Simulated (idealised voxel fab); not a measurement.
process module | voxel gate over fins
Each square cell in cross-section cut measures 5 nm, and the section as a whole is 145 nm wide.
Cross-sections here: square-cell grids, written as top-down lists of bands, a band being one or more rows of cells. Top, bottom (nm), then materials left to right with widths (nm); lone material tagged "throughout" fills the whole band edge to edge; "blank" = empty space. Zero point of the height axis is 0; under it, received wafer = one material. Lowest band: continues down indefinitely, "0 -> down". Width spec "30->40" -> top row of cells at first value, bottom row at second value, equal per-row change in between. Key: "remains unaltered" - step with no changed cell in the cross-section. Entry "Closed void register". Content: empty spaces with no open connection to the top, size 8 cells or greater. Each: width x height at distance. Distance: from left edge. Unit: nm. The remark found on a step's line after its settings is issued by the simulator itself and pertains to that step. The setting "overlay nm" may be written on the line of a step. When the step uses a mask, the value reports how far to the right of the planned place the mask lay, and a negative value reports that it lay to the left.

The following list gives the planned process steps
1 RECEIVE, material Si
2 CONFORMAL_DEP, material SiN, thk nm 5
3 PATTERN, tone cover, mask id FINS, material resist, width nm 15, pitch nm 35, thk nm 20, overlay nm -15
4 DIRECTIONAL_ETCH, etch materials SiN, depth nm 5
5 DIRECTIONAL_ETCH, etch materials Si, depth nm 30
6 STRIP, etch materials resist
7 OXIDIZE, depth nm 5
8 FILL_DEP, material SiO2, thk nm 15
9 CMP, height nm 5
10 SELECTIVE_ETCH, etch materials SiO2, depth nm 15
11 STRIP, etch materials SiN
12 CONFORMAL_DEP, material HfO2, thk nm 5
13 CONFORMAL_DEP, material TiN, thk nm 5
14 FILL_DEP, material W, thk nm 15
15 CMP, height nm 20
16 CONFORMAL_DEP, material SiN, thk nm 5
What sets these wafers apart? The overlay nm at step 3. They all start alike, and the plan carries the first wafer's value.

Cross-section of the first of several received wafers, showing its state after step 1
    0 -> down | Si throughout
    Closed void register: none

Shown in cross-section: the first of several wafers at the end of the module, after its last step, step 16
    25 -> 20 | SiN throughout
    20 -> 10 | W throughout
    10 -> 5 | W (10), then TiN (25), then W (10), then TiN (25), then W (10), then TiN (25), then W (40)
    5 -> 0 | W (10), then TiN (5), then HfO2 (15), then TiN (5), then W (10), then TiN (5), then HfO2 (15), then TiN (5), then W (10), then TiN (5), then HfO2 (15), then TiN (5), then W (40)
    0 -> -5 | TiN (15), then HfO2 (5), then Si (5), then HfO2 (5), then TiN (20), then HfO2 (5), then Si (5), then HfO2 (5), then TiN (20), then HfO2 (5), then Si (5), then HfO2 (5), then TiN (45)
    -5 -> -10 | HfO2 (20), then Si (5), then HfO2 (30), then Si (5), then HfO2 (30), then Si (5), then HfO2 (50)
    -10 -> -35 | SiO2 (20), then Si (5), then SiO2 (30), then Si (5), then SiO2 (30), then Si (5), then SiO2 (50)
    -35 -> down | Si throughout
    Closed void register: none

Here we cross-sectioned the last of the wafers once the module was done
    25 -> 20 | SiN throughout
    20 -> 10 | W throughout
    10 -> 5 | W (40), then TiN (25), then W (10), then TiN (25), then W (10), then TiN (25), then W (10)
    5 -> 0 | W (40), then TiN (5), then HfO2 (15), then TiN (5), then W (10), then TiN (5), then HfO2 (15), then TiN (5), then W (10), then TiN (5), then HfO2 (15), then TiN (5), then W (10)
    0 -> -5 | TiN (45), then HfO2 (5), then Si (5), then HfO2 (5), then TiN (20), then HfO2 (5), then Si (5), then HfO2 (5), then TiN (20), then HfO2 (5), then Si (5), then HfO2 (5), then TiN (15)
    -5 -> -10 | HfO2 (50), then Si (5), then HfO2 (30), then Si (5), then HfO2 (30), then Si (5), then HfO2 (20)
    -10 -> -35 | SiO2 (50), then Si (5), then SiO2 (30), then Si (5), then SiO2 (30), then Si (5), then SiO2 (20)
    -35 -> down | Si throughout
    Closed void register: none

Each wafer at the end: cells of each material gained (+) or lost (-) since it was received, then its closed voids
overlay nm -15 | +41 HfO2 | -182 Si | +29 SiN | +130 SiO2 | +41 TiN | +86 W | Closed void register: none
overlay nm -10 | +41 HfO2 | -182 Si | +29 SiN | +130 SiO2 | +41 TiN | +86 W | Closed void register: none
overlay nm -5 | +41 HfO2 | -182 Si | +29 SiN | +130 SiO2 | +41 TiN | +86 W | Closed void register: none
overlay nm 0 | +41 HfO2 | -182 Si | +29 SiN | +130 SiO2 | +41 TiN | +86 W | Closed void register: none
overlay nm 5 | +41 HfO2 | -182 Si | +29 SiN | +130 SiO2 | +41 TiN | +86 W | Closed void register: none
overlay nm 10 | +41 HfO2 | -182 Si | +29 SiN | +130 SiO2 | +41 TiN | +86 W | Closed void register: none
overlay nm 15 | +41 HfO2 | -182 Si | +29 SiN | +130 SiO2 | +41 TiN | +86 W | Closed void register: none
